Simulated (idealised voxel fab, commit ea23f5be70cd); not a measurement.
Module name: voxel ribs on slabs (process module)
Displayed cross-section: cut, width of 275 nm, square cells sized 5 nm.
Cross-section layout: square cells on a grid; listed as bands, top to bottom; a band spans one or more cell rows.
Look at the band entry: it leads with the top's height and the bottom's height in nm. Then it lists the materials left to right, with a width in nm for each. The word "everywhere" on a single material says that material fills the band edge to edge. The word "air" is empty space.
Below 0: as-received wafer, all one material; heights counted from there. Lowest band: no bottom, goes on down, written "0 down".
A width given as "30->40" starts at the first number in the band's top row and ends at the second number in its bottom row, shifting by an equal amount at every step from row to row.
"no change" -> step changed no cross-section cell.
Each empty space that has no open way to the top and spans at least 8 cells appears under "Sealed internal cavities" as width x height at distance, the distance counted from the left edge, all in nm.
If you see something after the settings on a step's line, that's the simulator's own remark about that step.
overlay nm: right-of-plan distance of the mask on a masked step; negative values mean left-of-plan.
Process steps (planned):
- 1: RECEIVE | material Si
- 2: DIRECTIONAL_DEP | material SiO2 | thk nm 25
- 3: DIRECTIONAL_DEP | material SiN | thk nm 15
- 4: MASKED_ETCH | tone cover | mask id RIB | width nm 15 | etch materials SiN | depth nm 10 | overlay nm 0
- 5: PATTERN | tone cover | mask id SLAB | material resist | width nm 55 | thk nm 20 | overlay nm 0
- 6: DIRECTIONAL_ETCH | etch materials SiN | depth nm 5
- 7: STRIP | etch materials resist
- 8: FILL_DEP | material SiO2 | thk nm 15
- 9: CMP | height nm 50
- 10: DIRECTIONAL_DEP | material TiN | thk nm 10
- 11: PATTERN | tone cover | mask id HEATER | material resist | width nm 25 | thk nm 15 | overlay nm 0
- 12: DIRECTIONAL_ETCH | etch materials TiN | depth nm 10
- 13: STRIP | etch materials resist
- 14: CONFORMAL_DEP | material SiN | thk nm 5
First of two wafers: run as planned:
Wafer at receipt (post step 1), cross-section:
  0 down  Si everywhere
  Sealed internal cavities: none
You're looking at a cross-section of the wafer after step 2:
  25 to 0  SiO2 everywhere
  All layers under 0 are left as they were.
You're looking at a cross-section of the wafer after step 3:
  40 to 25  SiN everywhere
  All layers under 25 are left as they were.
You're looking at a cross-section of the wafer after step 4:
  40 to 30  130 of air; 15 of SiN; 130 of air
  All layers under 30 are left as they were.
You're looking at a cross-section of the wafer after step 5:
  60 to 40  110 of air; 55 of resist; 110 of air
  40 to 30  110 of air; 20 of resist; 15 of SiN; 20 of resist; 110 of air
  All layers under 30 are left as they were.
You're looking at a cross-section of the wafer after step 6:
  60 to 40  110 of air; 55 of resist; 110 of air
  40 to 30  110 of air; 20 of resist; 15 of SiN; 20 of resist; 110 of air
  30 to 25  110 of air; 55 of SiN; 110 of air
  All layers under 25 are left as they were.
You're looking at a cross-section of the wafer after step 7:
  40 to 30  130 of air; 15 of SiN; 130 of air
  All layers under 30 are left as they were.
You're looking at a cross-section of the wafer after step 8:
  55 to 40  SiO2 everywhere
  40 to 30  130 of SiO2; 15 of SiN; 130 of SiO2
  30 to 25  110 of SiO2; 55 of SiN; 110 of SiO2
  All layers under 25 are left as they were.
You're looking at a cross-section of the wafer after step 9:
  50 to 40  SiO2 everywhere
  All layers under 40 are left as they were.
You're looking at a cross-section of the wafer after step 10:
  60 to 50  TiN everywhere
  All layers under 50 are left as they were.
You're looking at a cross-section of the wafer after step 11:
  75 to 60  125 of air; 25 of resist; 125 of air
  All layers under 60 are left as they were.
You're looking at a cross-section of the wafer after step 12:
  75 to 60  125 of air; 25 of resist; 125 of air
  60 to 50  125 of air; 25 of TiN; 125 of air
  All layers under 50 are left as they were.
You're looking at a cross-section of the wafer after step 13:
  60 to 50  125 of air; 25 of TiN; 125 of air
  All layers under 50 are left as they were.
You're looking at a cross-section of the wafer after step 14:
  65 to 60  120 of air; 35 of SiN; 120 of air
  60 to 55  120 of air; 5 of SiN; 25 of TiN; 5 of SiN; 120 of air
  55 to 50  125 of SiN; 25 of TiN; 125 of SiN
  All layers under 50 are left as they were.
Wafer two. Identical start, identical plan. One mistake in execution. Identical history through step 10:
Here is the second wafer in cross-section at the point where step 11 of the plan should have been done:
  75 to 60  120 of air; 25 of resist; 130 of air
  All layers under 60 are left as they were.
Here is the second wafer in cross-section at the point where step 12 of the plan should have been done:
  75 to 60  120 of air; 25 of resist; 130 of air
  60 to 50  120 of air; 25 of TiN; 130 of air
  All layers under 50 are left as they were.
Here is the second wafer in cross-section at the point where step 13 of the plan should have been done:
  60 to 50  120 of air; 25 of TiN; 130 of air
  All layers under 50 are left as they were.
Here is the second wafer in cross-section at the point where step 14 of the plan should have been done:
  65 to 60  115 of air; 35 of SiN; 125 of air
  60 to 55  115 of air; 5 of SiN; 25 of TiN; 5 of SiN; 125 of air
  55 to 50  120 of SiN; 25 of TiN; 130 of SiN
  All layers under 50 are left as they were.
what went wrong: rather than as planned, step 11 actually ran as PATTERN | tone cover | mask id HEATER | material resist | width nm 25 | thk nm 15 | overlay nm -5
The two final wafers agree on how many cells each material fills and disagree on which cells those are.
